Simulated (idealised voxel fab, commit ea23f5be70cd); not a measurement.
Process module heading - voxel air gaps
FYI the section here is cut, 210 nm wide, cells are 5 nm squares.
If you're reading a cross-section in this doc, picture square cells in a grid; it comes to you as bands, top ones listed first down to the bottom, and a band can be one or more rows of cells. Each band's line starts with the height of the band's top and of its bottom, in nm. Then come its materials from left to right, each with its width in nm. One material with "everywhere" fills the band from edge to edge. "empty" is empty space. Measure heights from 0. That's the level where, below it, the as-received wafer is all one material. The lowest band is bottomless and extends downward; write it as in "z 0 and below". It should be noted that a width expressed as "30->40" varies in equal increments from row to row of cells within the band, taking the value of the first number at the top row and that of the second number at the bottom row. A step reported as "nothing altered" is a step in which no cell of the cross-section changed. Closed empty spaces (no open way to the top) of 8 cells or more are what "Entrapped voids" lists, each as width x height at distance from the left edge, nm for all three. On a step's line, text after the settings is the simulator commenting on that step. What "overlay nm" on a step's line means: if the step has a mask, that mask lay this far to the right of its planned place, or, when the value is negative, to the left.
Steps in the process plan
| 1 | RECEIVE: material Si |
| 2 | CONFORMAL_DEP: material SiO2, thk nm 10 |
| 3 | CONFORMAL_DEP: material SiN, thk nm 5 |
| 4 | DIRECTIONAL_DEP: material lowk, thk nm 40 |
| 5 | PATTERN: tone open, mask id LINES, material resist, width nm 15, pitch nm 40, thk nm 15, overlay nm 0 |
| 6 | DIRECTIONAL_ETCH: etch materials lowk, depth nm 40 |
| 7 | STRIP: etch materials resist |
| 8 | CONFORMAL_DEP: material TiN, thk nm 5 |
| 9 | FILL_DEP: material Ru, thk nm 10 |
| 10 | CMP: height nm 55 |
| 11 | EPI: material Ru, thk nm 10 |
| 12 | SELECTIVE_ETCH: etch materials lowk, depth nm 50 |
| 13 | CONFORMAL_DEP: material SiCN, thk nm 5 |
Across this set of wafers, the varied parameter is the width nm of step 5. Starting conditions are identical for every wafer, and the plan reports the value assigned to the first wafer.
As-received state after step 1, first of several wafers, cross-section
- z 0 and below = Si everywhere
- Entrapped voids: none
Per wafer, end of module: cells gained (+) or lost (-) per material since receipt, then closed voids
width nm 15 | +63 Ru | +118 SiCN | +42 SiN | +84 SiO2 | +51 TiN | Entrapped voids: 15 x 30 at 75; 15 x 30 at 115
width nm 20 | +90 Ru | +70 SiCN | +42 SiN | +84 SiO2 | +54 TiN | +64 lowk | Entrapped voids: none
width nm 25 | +113 Ru | +70 SiCN | +42 SiN | +84 SiO2 | +57 TiN | +48 lowk | Entrapped voids: none
